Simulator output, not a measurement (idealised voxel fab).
Documented hereafter: the process module known as voxel transistor to metal.
The cross-section shown here is cut; it is 295 nm wide and divided into square cells measuring 5 nm on a side.
If you're reading a cross-section in this doc, picture square cells in a grid; it comes to you as bands, top ones listed first down to the bottom, and a band can be one or more rows of cells.
Each band's line starts with the height of the band's top and of its bottom, in nm. Then come its materials from left to right, each with its width in nm. One material with "edge to edge" fills the band from edge to edge. "empty" is empty space.
A quick word on heights: they are counted from 0, and under that level the wafer as it came to us is one material throughout. The lowest band is different from the rest in having no bottom; it simply continues downward, written as in "0 and below".
Think of "30 to 40" as a width that walks from the first number to the second as you go down the band, top row to bottom row, taking equal-sized steps from row to row.
Any step labelled "identical to before" changed none of the cells in the cross-section.
This entry, "Closed void entries", enumerates those empty regions of no fewer than 8 cells that possess no open connection to the top. Each region is reported in the form width x height at distance, the distance being taken from the left edge, with all three quantities expressed in nm.
Heads up: the bit after the settings on a step's line is the simulator's remark on that step.
overlay nm: for a step with a mask, the amount by which the mask lay right of where it was planned; a negative amount means left of it.
Note: before/after cross-section pairs follow, one process step per pair, after-side truncated at the lowest changed band, step and settings given beneath. Different runs of this module on the same starting wafer may supply the pairs; a pair continues the one above only where the "Cross-section, before" entry says so.

Cross-section, before:
    40 down to 35  55 empty | 10 SiN | 5 empty | 30 SiCN | 5 empty | 10 SiN | 80 empty | 10 SiN | 5 empty | 30 SiCN | 5 empty | 10 SiN | 40 empty
    35 down to 25  55 empty | 10 SiN | 5 SiO2 | 30 SiCN | 5 SiO2 | 10 SiN | 80 empty | 10 SiN | 5 SiO2 | 30 SiCN | 5 SiO2 | 10 SiN | 40 empty
    25 down to 5  55 empty | 10 SiN | 5 SiO2 | 30 polySi | 5 SiO2 | 10 SiN | 80 empty | 10 SiN | 5 SiO2 | 30 polySi | 5 SiO2 | 10 SiN | 40 empty
    5 down to 0  20 empty | 10 SiN | 10 nSi | 5 empty | 10 nSi | 10 SiN | 5 SiO2 | 30 polySi | 5 SiO2 | 10 SiN | 5 nSi | 10 SiN | 30 empty | 10 SiN | 10 nSi | 5 empty | 10 nSi | 10 SiN | 5 SiO2 | 30 polySi | 5 SiO2 | 10 SiN | 5 nSi | 10 SiN | 25 empty
    0 down to -5  30 SiO2 | 10 nSi | 5 empty | 10 nSi | 60 SiO2 | 5 nSi | 50 SiO2 | 10 nSi | 5 empty | 10 nSi | 60 SiO2 | 5 nSi | 35 SiO2
    -5 down to -15  20 SiO2 | 10 Si | 25 nSi | 60 Si | 5 nSi | 10 Si | 30 SiO2 | 10 Si | 25 nSi | 60 Si | 5 nSi | 10 Si | 25 SiO2
    -15 down to -35  20 SiO2 | 110 Si | 30 SiO2 | 110 Si | 25 SiO2
    -35 and below  Si edge to edge
    Closed void entries: none

Cross-Section After Step:
    50 down to 40  SiO2 edge to edge
    40 down to 25  55 SiO2 | 10 SiN | 5 SiO2 | 30 SiCN | 5 SiO2 | 10 SiN | 80 SiO2 | 10 SiN | 5 SiO2 | 30 SiCN | 5 SiO2 | 10 SiN | 40 SiO2
    25 down to 5  55 SiO2 | 10 SiN | 5 SiO2 | 30 polySi | 5 SiO2 | 10 SiN | 80 SiO2 | 10 SiN | 5 SiO2 | 30 polySi | 5 SiO2 | 10 SiN | 40 SiO2
    5 down to 0  20 SiO2 | 10 SiN | 10 nSi | 5 SiO2 | 10 nSi | 10 SiN | 5 SiO2 | 30 polySi | 5 SiO2 | 10 SiN | 5 nSi | 10 SiN | 30 SiO2 | 10 SiN | 10 nSi | 5 SiO2 | 10 nSi | 10 SiN | 5 SiO2 | 30 polySi | 5 SiO2 | 10 SiN | 5 nSi | 10 SiN | 25 SiO2
    0 down to -5  30 SiO2 | 10 nSi | 5 SiO2 | 10 nSi | 60 SiO2 | 5 nSi | 50 SiO2 | 10 nSi | 5 SiO2 | 10 nSi | 60 SiO2 | 5 nSi | 35 SiO2
    below -5: unchanged
    Closed void entries: none
What step was run between the cross-section before it and the cross-section after it, both above? op FILL_DEP | material SiO2 | thk nm 10

Cross-section, before: Please consult the pair immediately above; the cross-section it shows after its step is the state before this step.

Cross-Section After Step:
    25 down to 5  55 SiO2 | 10 SiN | 5 SiO2 | 30 polySi | 5 SiO2 | 10 SiN | 80 SiO2 | 10 SiN | 5 SiO2 | 30 polySi | 5 SiO2 | 10 SiN | 40 SiO2
    below 5: unchanged
    Closed void entries: none
What step was run between the cross-section before it and the cross-section after it, both above? op CMP | height nm 25

Cross-section, before: Please consult the pair immediately above; the cross-section it shows after its step is the state before this step.

Cross-Section After Step:
    25 down to 5  55 SiO2 | 10 SiN | 5 SiO2 | 30 empty | 5 SiO2 | 10 SiN | 80 SiO2 | 10 SiN | 5 SiO2 | 30 empty | 5 SiO2 | 10 SiN | 40 SiO2
    5 down to 0  20 SiO2 | 10 SiN | 10 nSi | 5 SiO2 | 10 nSi | 10 SiN | 5 SiO2 | 30 empty | 5 SiO2 | 10 SiN | 5 nSi | 10 SiN | 30 SiO2 | 10 SiN | 10 nSi | 5 SiO2 | 10 nSi | 10 SiN | 5 SiO2 | 30 empty | 5 SiO2 | 10 SiN | 5 nSi | 10 SiN | 25 SiO2
    below 0: unchanged
    Closed void entries: none
What step was run between the cross-section before it and the cross-section after it, both above? op STRIP | etch materials polySi

Cross-section, before: Please consult the pair immediately above; the cross-section it shows after its step is the state before this step.

Cross-Section After Step:
    25 down to 20  55 empty | 10 SiN | 40 empty | 10 SiN | 80 empty | 10 SiN | 40 empty | 10 SiN | 40 empty
    20 down to 5  55 SiO2 | 10 SiN | 40 empty | 10 SiN | 80 SiO2 | 10 SiN | 40 empty | 10 SiN | 40 SiO2
    5 down to 0  20 SiO2 | 10 SiN | 10 nSi | 5 SiO2 | 10 nSi | 10 SiN | 40 empty | 10 SiN | 5 nSi | 10 SiN | 30 SiO2 | 10 SiN | 10 nSi | 5 SiO2 | 10 nSi | 10 SiN | 40 empty | 10 SiN | 5 nSi | 10 SiN | 25 SiO2
    0 down to -5  30 SiO2 | 10 nSi | 5 SiO2 | 10 nSi | 10 SiO2 | 40 empty | 10 SiO2 | 5 nSi | 50 SiO2 | 10 nSi | 5 SiO2 | 10 nSi | 10 SiO2 | 40 empty | 10 SiO2 | 5 nSi | 35 SiO2
    below -5: unchanged
    Closed void entries: none
What step was run between the cross-section before it and the cross-section after it, both above? op SELECTIVE_ETCH | etch materials SiO2 | depth nm 5

Cross-section, before: Please consult the pair immediately above; the cross-section it shows after its step is the state before this step.

Cross-Section After Step:
    30 down to 25  50 empty | 20 HfO2 | 30 empty | 20 HfO2 | 70 empty | 20 HfO2 | 30 empty | 20 HfO2 | 35 empty
    25 down to 20  55 HfO2 | 10 SiN | 5 HfO2 | 30 empty | 5 HfO2 | 10 SiN | 80 HfO2 | 10 SiN | 5 HfO2 | 30 empty | 5 HfO2 | 10 SiN | 40 HfO2
    20 down to 5  55 SiO2 | 10 SiN | 5 HfO2 | 30 empty | 5 HfO2 | 10 SiN | 80 SiO2 | 10 SiN | 5 HfO2 | 30 empty | 5 HfO2 | 10 SiN | 40 SiO2
    5 down to 0  20 SiO2 | 10 SiN | 10 nSi | 5 SiO2 | 10 nSi | 10 SiN | 5 HfO2 | 30 empty | 5 HfO2 | 10 SiN | 5 nSi | 10 SiN | 30 SiO2 | 10 SiN | 10 nSi | 5 SiO2 | 10 nSi | 10 SiN | 5 HfO2 | 30 empty | 5 HfO2 | 10 SiN | 5 nSi | 10 SiN | 25 SiO2
    0 down to -5  30 SiO2 | 10 nSi | 5 SiO2 | 10 nSi | 10 SiO2 | 40 HfO2 | 10 SiO2 | 5 nSi | 50 SiO2 | 10 nSi | 5 SiO2 | 10 nSi | 10 SiO2 | 40 HfO2 | 10 SiO2 | 5 nSi | 35 SiO2
    below -5: unchanged
    Closed void entries: none
What step was run between the cross-section before it and the cross-section after it, both above? op CONFORMAL_DEP | material HfO2 | thk nm 5

Cross-section, before: Please consult the pair immediately above; the cross-section it shows after its step is the state before this step.

Cross-Section After Step:
    35 down to 30  45 empty | 30 TiN | 20 empty | 30 TiN | 60 empty | 30 TiN | 20 empty | 30 TiN | 30 empty
    30 down to 25  50 TiN | 20 HfO2 | 5 TiN | 20 empty | 5 TiN | 20 HfO2 | 70 TiN | 20 HfO2 | 5 TiN | 20 empty | 5 TiN | 20 HfO2 | 35 TiN
    25 down to 20  55 HfO2 | 10 SiN | 5 HfO2 | 5 TiN | 20 empty | 5 TiN | 5 HfO2 | 10 SiN | 80 HfO2 | 10 SiN | 5 HfO2 | 5 TiN | 20 empty | 5 TiN | 5 HfO2 | 10 SiN | 40 HfO2
    20 down to 5  55 SiO2 | 10 SiN | 5 HfO2 | 5 TiN | 20 empty | 5 TiN | 5 HfO2 | 10 SiN | 80 SiO2 | 10 SiN | 5 HfO2 | 5 TiN | 20 empty | 5 TiN | 5 HfO2 | 10 SiN | 40 SiO2
    5 down to 0  20 SiO2 | 10 SiN | 10 nSi | 5 SiO2 | 10 nSi | 10 SiN | 5 HfO2 | 30 TiN | 5 HfO2 | 10 SiN | 5 nSi | 10 SiN | 30 SiO2 | 10 SiN | 10 nSi | 5 SiO2 | 10 nSi | 10 SiN | 5 HfO2 | 30 TiN | 5 HfO2 | 10 SiN | 5 nSi | 10 SiN | 25 SiO2
    below 0: unchanged
    Closed void entries: none
What step was run between the cross-section before it and the cross-section after it, both above? op CONFORMAL_DEP | material TiN | thk nm 5

Cross-section, before: Please consult the pair immediately above; the cross-section it shows after its step is the state before this step.

Cross-Section After Step:
    45 down to 35  W edge to edge
    35 down to 30  45 W | 30 TiN | 20 W | 30 TiN | 60 W | 30 TiN | 20 W | 30 TiN | 30 W
    30 down to 25  50 TiN | 20 HfO2 | 5 TiN | 20 W | 5 TiN | 20 HfO2 | 70 TiN | 20 HfO2 | 5 TiN | 20 W | 5 TiN | 20 HfO2 | 35 TiN
    25 down to 20  55 HfO2 | 10 SiN | 5 HfO2 | 5 TiN | 20 W | 5 TiN | 5 HfO2 | 10 SiN | 80 HfO2 | 10 SiN | 5 HfO2 | 5 TiN | 20 W | 5 TiN | 5 HfO2 | 10 SiN | 40 HfO2
    20 down to 5  55 SiO2 | 10 SiN | 5 HfO2 | 5 TiN | 20 W | 5 TiN | 5 HfO2 | 10 SiN | 80 SiO2 | 10 SiN | 5 HfO2 | 5 TiN | 20 W | 5 TiN | 5 HfO2 | 10 SiN | 40 SiO2
    below 5: unchanged
    Closed void entries: none
What step was run between the cross-section before it and the cross-section after it, both above? op FILL_DEP | material W | thk nm 10

Cross-section, before: Please consult the pair immediately above; the cross-section it shows after its step is the state before this step.

Cross-Section After Step:
    20 down to 5  55 SiO2 | 10 SiN | 5 HfO2 | 5 TiN | 20 W | 5 TiN | 5 HfO2 | 10 SiN | 80 SiO2 | 10 SiN | 5 HfO2 | 5 TiN | 20 W | 5 TiN | 5 HfO2 | 10 SiN | 40 SiO2
    below 5: unchanged
    Closed void entries: none
What step was run between the cross-section before it and the cross-section after it, both above? op CMP | height nm 20

Cross-section, before: Please consult the pair immediately above; the cross-section it shows after its step is the state before this step.

Cross-Section After Step:
    35 down to 20  SiO2 edge to edge
    below 20: unchanged
    Closed void entries: none
What step was run between the cross-section before it and the cross-section after it, both above? op DIRECTIONAL_DEP | material SiO2 | thk nm 15

Cross-section, before: Please consult the pair immediately above; the cross-section it shows after its step is the state before this step.

Cross-Section After Step:
    50 down to 35  25 resist | 15 empty | 70 resist | 15 empty | 40 resist | 15 empty | 70 resist | 15 empty | 30 resist
    below 35: unchanged
    Closed void entries: none
What step was run between the cross-section before it and the cross-section after it, both above? op PATTERN | tone open | mask id CONTACT | material resist | width nm 15 | thk nm 15 | overlay nm 0

Cross-section, before: Please consult the pair immediately above; the cross-section it shows after its step is the state before this step.

Cross-Section After Step:
    50 down to 35  25 resist | 15 empty | 70 resist | 15 empty | 40 resist | 15 empty | 70 resist | 15 empty | 30 resist
    35 down to 20  25 SiO2 | 15 empty | 70 SiO2 | 15 empty | 40 SiO2 | 15 empty | 70 SiO2 | 15 empty | 30 SiO2
    20 down to 5  25 SiO2 | 15 empty | 15 SiO2 | 10 SiN | 5 HfO2 | 5 TiN | 20 W | 5 TiN | 5 HfO2 | 10 SiN | 10 empty | 40 SiO2 | 15 empty | 15 SiO2 | 10 SiN | 5 HfO2 | 5 TiN | 20 W | 5 TiN | 5 HfO2 | 10 SiN | 10 empty | 30 SiO2
    below 5: unchanged
    Closed void entries: none
What step was run between the cross-section before it and the cross-section after it, both above? op DIRECTIONAL_ETCH | etch materials SiO2 | depth nm 30

Cross-section, before: Please consult the pair immediately above; the cross-section it shows after its step is the state before this step.

Cross-Section After Step:
    35 down to 20  25 SiO2 | 15 empty | 70 SiO2 | 15 empty | 40 SiO2 | 15 empty | 70 SiO2 | 15 empty | 30 SiO2
    below 20: unchanged
    Closed void entries: none
What step was run between the cross-section before it and the cross-section after it, both above? op STRIP | etch materials resist

Cross-section, before: Please consult the pair immediately above; the cross-section it shows after its step is the state before this step.

Cross-Section After Step:
    40 down to 35  30 TiN | 5 empty | 80 TiN | 5 empty | 50 TiN | 5 empty | 80 TiN | 5 empty | 35 TiN
    35 down to 25  25 SiO2 | 5 TiN | 5 empty | 5 TiN | 70 SiO2 | 5 TiN | 5 empty | 5 TiN | 40 SiO2 | 5 TiN | 5 empty | 5 TiN | 70 SiO2 | 5 TiN | 5 empty | 5 TiN | 30 SiO2
    25 down to 20  25 SiO2 | 5 TiN | 5 empty | 5 TiN | 70 SiO2 | 15 TiN | 40 SiO2 | 5 TiN | 5 empty | 5 TiN | 70 SiO2 | 15 TiN | 30 SiO2
    20 down to 10  25 SiO2 | 5 TiN | 5 empty | 5 TiN | 15 SiO2 | 10 SiN | 5 HfO2 | 5 TiN | 20 W | 5 TiN | 5 HfO2 | 10 SiN | 10 TiN | 40 SiO2 | 5 TiN | 5 empty | 5 TiN | 15 SiO2 | 10 SiN | 5 HfO2 | 5 TiN | 20 W | 5 TiN | 5 HfO2 | 10 SiN | 10 TiN | 30 SiO2
    10 down to 5  25 SiO2 | 15 TiN | 15 SiO2 | 10 SiN | 5 HfO2 | 5 TiN | 20 W | 5 TiN | 5 HfO2 | 10 SiN | 10 TiN | 40 SiO2 | 15 TiN | 15 SiO2 | 10 SiN | 5 HfO2 | 5 TiN | 20 W | 5 TiN | 5 HfO2 | 10 SiN | 10 TiN | 30 SiO2
    below 5: unchanged
    Closed void entries: none
What step was run between the cross-section before it and the cross-section after it, both above? op CONFORMAL_DEP | material TiN | thk nm 5

Cross-section, before: Please consult the pair immediately above; the cross-section it shows after its step is the state before this step.

Cross-Section After Step:
    45 down to 40  W edge to edge
    40 down to 35  30 TiN | 5 W | 80 TiN | 5 W | 50 TiN | 5 W | 80 TiN | 5 W | 35 TiN
    35 down to 25  25 SiO2 | 5 TiN | 5 W | 5 TiN | 70 SiO2 | 5 TiN | 5 W | 5 TiN | 40 SiO2 | 5 TiN | 5 W | 5 TiN | 70 SiO2 | 5 TiN | 5 W | 5 TiN | 30 SiO2
    25 down to 20  25 SiO2 | 5 TiN | 5 W | 5 TiN | 70 SiO2 | 15 TiN | 40 SiO2 | 5 TiN | 5 W | 5 TiN | 70 SiO2 | 15 TiN | 30 SiO2
    20 down to 10  25 SiO2 | 5 TiN | 5 W | 5 TiN | 15 SiO2 | 10 SiN | 5 HfO2 | 5 TiN | 20 W | 5 TiN | 5 HfO2 | 10 SiN | 10 TiN | 40 SiO2 | 5 TiN | 5 W | 5 TiN | 15 SiO2 | 10 SiN | 5 HfO2 | 5 TiN | 20 W | 5 TiN | 5 HfO2 | 10 SiN | 10 TiN | 30 SiO2
    below 10: unchanged
    Closed void entries: none
What step was run between the cross-section before it and the cross-section after it, both above? op FILL_DEP | material W | thk nm 5

Cross-section, before: Please consult the pair immediately above; the cross-section it shows after its step is the state before this step.

Cross-Section After Step:
    35 down to 25  25 SiO2 | 5 TiN | 5 W | 5 TiN | 70 SiO2 | 5 TiN | 5 W | 5 TiN | 40 SiO2 | 5 TiN | 5 W | 5 TiN | 70 SiO2 | 5 TiN | 5 W | 5 TiN | 30 SiO2
    below 25: unchanged
    Closed void entries: none
What step was run between the cross-section before it and the cross-section after it, both above? op CMP | height nm 35

Cross-section, before: Please consult the pair immediately above; the cross-section it shows after its step is the state before this step.

Cross-Section After Step:
    40 down to 35  TiN edge to edge
    below 35: unchanged
    Closed void entries: none
What step was run between the cross-section before it and the cross-section after it, both above? op DIRECTIONAL_DEP | material TiN | thk nm 5

Cross-section, before: Please consult the pair immediately above; the cross-section it shows after its step is the state before this step.

Cross-Section After Step:
    60 down to 40  W edge to edge
    below 40: unchanged
    Closed void entries: none
What step was run between the cross-section before it and the cross-section after it, both above? op DIRECTIONAL_DEP | material W | thk nm 20

Cross-section, before: Please consult the pair immediately above; the cross-section it shows after its step is the state before this step.

Cross-Section After Step:
    70 down to 60  aC edge to edge
    below 60: unchanged
    Closed void entries: none
What step was run between the cross-section before it and the cross-section after it, both above? op DIRECTIONAL_DEP | material aC | thk nm 10

Cross-section, before: Please consult the pair immediately above; the cross-section it shows after its step is the state before this step.

Cross-Section After Step:
    95 down to 70  25 empty | 15 resist | 70 empty | 15 resist | 40 empty | 15 resist | 70 empty | 15 resist | 30 empty
    below 70: unchanged
    Closed void entries: none
What step was run between the cross-section before it and the cross-section after it, both above? op PATTERN | tone cover | mask id METAL_1 | material resist | width nm 15 | thk nm 25 | overlay nm 0

Cross-section, before: Please consult the pair immediately above; the cross-section it shows after its step is the state before this step.

Cross-Section After Step:
    85 down to 70  25 empty | 15 resist | 70 empty | 15 resist | 40 empty | 15 resist | 70 empty | 15 resist | 30 empty
    70 down to 60  25 empty | 15 aC | 70 empty | 15 aC | 40 empty | 15 aC | 70 empty | 15 aC | 30 empty
    below 60: unchanged
    Closed void entries: none
What step was run between the cross-section before it and the cross-section after it, both above? op DIRECTIONAL_ETCH | etch materials aC | depth nm 10

Cross-section, before: Please consult the pair immediately above; the cross-section it shows after its step is the state before this step.

Cross-Section After Step:
    70 down to 60  25 empty | 15 aC | 70 empty | 15 aC | 40 empty | 15 aC | 70 empty | 15 aC | 30 empty
    below 60: unchanged
    Closed void entries: none
What step was run between the cross-section before it and the cross-section after it, both above? op STRIP | etch materials resist

Cross-section, before: Please consult the pair immediately above; the cross-section it shows after its step is the state before this step.

Cross-Section After Step:
    70 down to 60  25 empty | 15 aC | 70 empty | 15 aC | 40 empty | 15 aC | 70 empty | 15 aC | 30 empty
    60 down to 40  25 empty | 15 W | 70 empty | 15 W | 40 empty | 15 W | 70 empty | 15 W | 30 empty
    below 40: unchanged
    Closed void entries: none
What step was run between the cross-section before it and the cross-section after it, both above? op DIRECTIONAL_ETCH | etch materials W | depth nm 20

Cross-section, before: Please consult the pair immediately above; the cross-section it shows after its step is the state before this step.

Cross-Section After Step:
    70 down to 60  25 empty | 15 aC | 70 empty | 15 aC | 40 empty | 15 aC | 70 empty | 15 aC | 30 empty
    60 down to 40  25 empty | 15 W | 70 empty | 15 W | 40 empty | 15 W | 70 empty | 15 W | 30 empty
    40 down to 35  25 empty | 15 TiN | 70 empty | 15 TiN | 40 empty | 15 TiN | 70 empty | 15 TiN | 30 empty
    below 35: unchanged
    Closed void entries: none
What step was run between the cross-section before it and the cross-section after it, both above? op DIRECTIONAL_ETCH | etch materials TiN | depth nm 5

Cross-section, before: Please consult the pair immediately above; the cross-section it shows after its step is the state before this step.

Cross-Section After Step:
    60 down to 40  25 empty | 15 W | 70 empty | 15 W | 40 empty | 15 W | 70 empty | 15 W | 30 empty
    below 40: unchanged
    Closed void entries: none
What step was run between the cross-section before it and the cross-section after it, both above? op STRIP | etch materials aC

Cross-section, before: Please consult the pair immediately above; the cross-section it shows after its step is the state before this step.

Cross-Section After Step:
    70 down to 60  lowk edge to edge
    60 down to 40  25 lowk | 15 W | 70 lowk | 15 W | 40 lowk | 15 W | 70 lowk | 15 W | 30 lowk
    40 down to 35  25 lowk | 15 TiN | 70 lowk | 15 TiN | 40 lowk | 15 TiN | 70 lowk | 15 TiN | 30 lowk
    below 35: unchanged
    Closed void entries: none
What step was run between the cross-section before it and the cross-section after it, both above? op FILL_DEP | material lowk | thk nm 10

Cross-section, before: Please consult the pair immediately above; the cross-section it shows after its step is the state before this step.

Cross-Section After Step:
    60 down to 40  25 lowk | 15 W | 70 lowk | 15 W | 40 lowk | 15 W | 70 lowk | 15 W | 30 lowk
    below 40: unchanged
    Closed void entries: none
What step was run between the cross-section before it and the cross-section after it, both above? op CMP | height nm 60

Cross-section, before: Please consult the pair immediately above; the cross-section it shows after its step is the state before this step.

Cross-Section After Step:
    65 down to 60  SiCN edge to edge
    below 60: unchanged
    Closed void entries: none
What step was run between the cross-section before it and the cross-section after it, both above? op CONFORMAL_DEP | material SiCN | thk nm 5

Cross-section, before: Please consult the pair immediately above; the cross-section it shows after its step is the state before this step.

Cross-Section After Step:
    100 down to 65  lowk edge to edge
    below 65: unchanged
    Closed void entries: none
What step was run between the cross-section before it and the cross-section after it, both above? op DIRECTIONAL_DEP | material lowk | thk nm 35

Cross-section, before: Please consult the pair immediately above; the cross-section it shows after its step is the state before this step.

Cross-Section After Step:
    100 down to 80  25 lowk | 15 empty | 125 lowk | 15 empty | 115 lowk
    below 80: unchanged
    Closed void entries: none
What step was run between the cross-section before it and the cross-section after it, both above? op MASKED_ETCH | tone open | mask id METAL_2 | width nm 15 | pitch nm 140 | etch materials lowk | depth nm 20 | overlay nm 0

Cross-section, before: Please consult the pair immediately above; the cross-section it shows after its step is the state before this step.

Cross-Section After Step:
    120 down to 100  25 resist | 15 empty | 125 resist | 15 empty | 115 resist
    below 100: unchanged
    Closed void entries: none
What step was run between the cross-section before it and the cross-section after it, both above? op PATTERN | tone open | mask id METAL_2_HOLES | material resist | width nm 15 | pitch nm 140 | thk nm 20 | overlay nm 0

Cross-section, before: Please consult the pair immediately above; the cross-section it shows after its step is the state before this step.

Cross-Section After Step:
    120 down to 100  25 resist | 15 empty | 125 resist | 15 empty | 115 resist
    100 down to 65  25 lowk | 15 empty | 125 lowk | 15 empty | 115 lowk
    below 65: unchanged
    Closed void entries: none
What step was run between the cross-section before it and the cross-section after it, both above? op DIRECTIONAL_ETCH | etch materials lowk | depth nm 15

Cross-section, before: Please consult the pair immediately above; the cross-section it shows after its step is the state before this step.

Cross-Section After Step:
    120 down to 100  25 resist | 15 empty | 125 resist | 15 empty | 115 resist
    100 down to 65  25 lowk | 15 empty | 125 lowk | 15 empty | 115 lowk
    65 down to 60  25 SiCN | 15 empty | 125 SiCN | 15 empty | 115 SiCN
    below 60: unchanged
    Closed void entries: none
What step was run between the cross-section before it and the cross-section after it, both above? op DIRECTIONAL_ETCH | etch materials SiCN | depth nm 5

Cross-section, before: Please consult the pair immediately above; the cross-section it shows after its step is the state before this step.

Cross-Section After Step:
    100 down to 65  25 lowk | 15 empty | 125 lowk | 15 empty | 115 lowk
    below 65: unchanged
    Closed void entries: none
What step was run between the cross-section before it and the cross-section after it, both above? op STRIP | etch materials resist

Cross-section, before: Please consult the pair immediately above; the cross-section it shows after its step is the state before this step.

Cross-Section After Step:
    105 down to 100  30 TiN | 5 empty | 135 TiN | 5 empty | 120 TiN
    100 down to 65  25 lowk | 5 TiN | 5 empty | 5 TiN | 125 lowk | 5 TiN | 5 empty | 5 TiN | 115 lowk
    65 down to 60  25 SiCN | 15 TiN | 125 SiCN | 15 TiN | 115 SiCN
    below 60: unchanged
    Closed void entries: none
What step was run between the cross-section before it and the cross-section after it, both above? op CONFORMAL_DEP | material TiN | thk nm 5

Cross-section, before: Please consult the pair immediately above; the cross-section it shows after its step is the state before this step.

Cross-Section After Step:
    110 down to 105  Ru edge to edge
    105 down to 100  30 TiN | 5 Ru | 135 TiN | 5 Ru | 120 TiN
    100 down to 65  25 lowk | 5 TiN | 5 Ru | 5 TiN | 125 lowk | 5 TiN | 5 Ru | 5 TiN | 115 lowk
    below 65: unchanged
    Closed void entries: none
What step was run between the cross-section before it and the cross-section after it, both above? op FILL_DEP | material Ru | thk nm 5

Cross-section, before: Please consult the pair immediately above; the cross-section it shows after its step is the state before this step.

Cross-Section After Step:
    100 down to 65  25 lowk | 5 TiN | 5 Ru | 5 TiN | 125 lowk | 5 TiN | 5 Ru | 5 TiN | 115 lowk
    below 65: unchanged
    Closed void entries: none
What step was run between the cross-section before it and the cross-section after it, both above? op CMP | height nm 100

Cross-section, before: Please consult the pair immediately above; the cross-section it shows after its step is the state before this step.

Cross-Section After Step:
    105 down to 100  SiCN edge to edge
    below 100: unchanged
    Closed void entries: none
What step was run between the cross-section before it and the cross-section after it, both above? op CONFORMAL_DEP | material SiCN | thk nm 5

Cross-section, before:
    40 down to 35  45 empty | 10 SiN | 5 empty | 30 SiCN | 5 empty | 10 SiN | 80 empty | 10 SiN | 5 empty | 30 SiCN | 5 empty | 10 SiN | 50 empty
    35 down to 25  45 empty | 10 SiN | 5 SiO2 | 30 SiCN | 5 SiO2 | 10 SiN | 80 empty | 10 SiN | 5 SiO2 | 30 SiCN | 5 SiO2 | 10 SiN | 50 empty
    25 down to 5  45 empty | 10 SiN | 5 SiO2 | 30 polySi | 5 SiO2 | 10 SiN | 80 empty | 10 SiN | 5 SiO2 | 30 polySi | 5 SiO2 | 10 SiN | 50 empty
    5 down to 0  20 empty | 10 SiN | 15 nSi | 10 SiN | 5 SiO2 | 30 polySi | 5 SiO2 | 10 SiN | 15 nSi | 10 SiN | 30 empty | 10 SiN | 15 nSi | 10 SiN | 5 SiO2 | 30 polySi | 5 SiO2 | 10 SiN | 15 nSi | 10 SiN | 25 empty
    0 down to -5  30 SiO2 | 15 nSi | 60 SiO2 | 15 nSi | 50 SiO2 | 15 nSi | 60 SiO2 | 15 nSi | 35 SiO2
    -5 down to -15  20 SiO2 | 10 Si | 15 nSi | 60 Si | 15 nSi | 10 Si | 30 SiO2 | 10 Si | 15 nSi | 60 Si | 15 nSi | 10 Si | 25 SiO2
    -15 down to -35  20 SiO2 | 110 Si | 30 SiO2 | 110 Si | 25 SiO2
    -35 and below  Si edge to edge
    Closed void entries: none

Cross-Section After Step:
    50 down to 40  lowk edge to edge
    40 down to 35  45 lowk | 10 SiN | 5 lowk | 30 SiCN | 5 lowk | 10 SiN | 80 lowk | 10 SiN | 5 lowk | 30 SiCN | 5 lowk | 10 SiN | 50 lowk
    35 down to 25  45 lowk | 10 SiN | 5 SiO2 | 30 SiCN | 5 SiO2 | 10 SiN | 80 lowk | 10 SiN | 5 SiO2 | 30 SiCN | 5 SiO2 | 10 SiN | 50 lowk
    25 down to 5  45 lowk | 10 SiN | 5 SiO2 | 30 polySi | 5 SiO2 | 10 SiN | 80 lowk | 10 SiN | 5 SiO2 | 30 polySi | 5 SiO2 | 10 SiN | 50 lowk
    5 down to 0  20 lowk | 10 SiN | 15 nSi | 10 SiN | 5 SiO2 | 30 polySi | 5 SiO2 | 10 SiN | 15 nSi | 10 SiN | 30 lowk | 10 SiN | 15 nSi | 10 SiN | 5 SiO2 | 30 polySi | 5 SiO2 | 10 SiN | 15 nSi | 10 SiN | 25 lowk
    below 0: unchanged
    Closed void entries: none
What step was run between the cross-section before it and the cross-section after it, both above? op FILL_DEP | material lowk | thk nm 10

Cross-section, before: Please consult the pair immediately above; the cross-section it shows after its step is the state before this step.

Cross-Section After Step:
    25 down to 5  45 lowk | 10 SiN | 5 SiO2 | 30 polySi | 5 SiO2 | 10 SiN | 80 lowk | 10 SiN | 5 SiO2 | 30 polySi | 5 SiO2 | 10 SiN | 50 lowk
    below 5: unchanged
    Closed void entries: none
What step was run between the cross-section before it and the cross-section after it, both above? op CMP | height nm 25

Cross-section, before: Please consult the pair immediately above; the cross-section it shows after its step is the state before this step.

Cross-Section After Step:
    25 down to 5  45 lowk | 10 SiN | 5 SiO2 | 30 empty | 5 SiO2 | 10 SiN | 80 lowk | 10 SiN | 5 SiO2 | 30 empty | 5 SiO2 | 10 SiN | 50 lowk
    5 down to 0  20 lowk | 10 SiN | 15 nSi | 10 SiN | 5 SiO2 | 30 empty | 5 SiO2 | 10 SiN | 15 nSi | 10 SiN | 30 lowk | 10 SiN | 15 nSi | 10 SiN | 5 SiO2 | 30 empty | 5 SiO2 | 10 SiN | 15 nSi | 10 SiN | 25 lowk
    below 0: unchanged
    Closed void entries: none
What step was run between the cross-section before it and the cross-section after it, both above? op STRIP | etch materials polySi

Cross-section, before: Please consult the pair immediately above; the cross-section it shows after its step is the state before this step.

Cross-Section After Step:
    25 down to 5  45 lowk | 10 SiN | 40 empty | 10 SiN | 80 lowk | 10 SiN | 40 empty | 10 SiN | 50 lowk
    5 down to 0  20 lowk | 10 SiN | 15 nSi | 10 SiN | 40 empty | 10 SiN | 15 nSi | 10 SiN | 30 lowk | 10 SiN | 15 nSi | 10 SiN | 40 empty | 10 SiN | 15 nSi | 10 SiN | 25 lowk
    0 down to -5  30 SiO2 | 15 nSi | 10 SiO2 | 40 empty | 10 SiO2 | 15 nSi | 50 SiO2 | 15 nSi | 10 SiO2 | 40 empty | 10 SiO2 | 15 nSi | 35 SiO2
    below -5: unchanged
    Closed void entries: none
What step was run between the cross-section before it and the cross-section after it, both above? op SELECTIVE_ETCH | etch materials SiO2 | depth nm 5
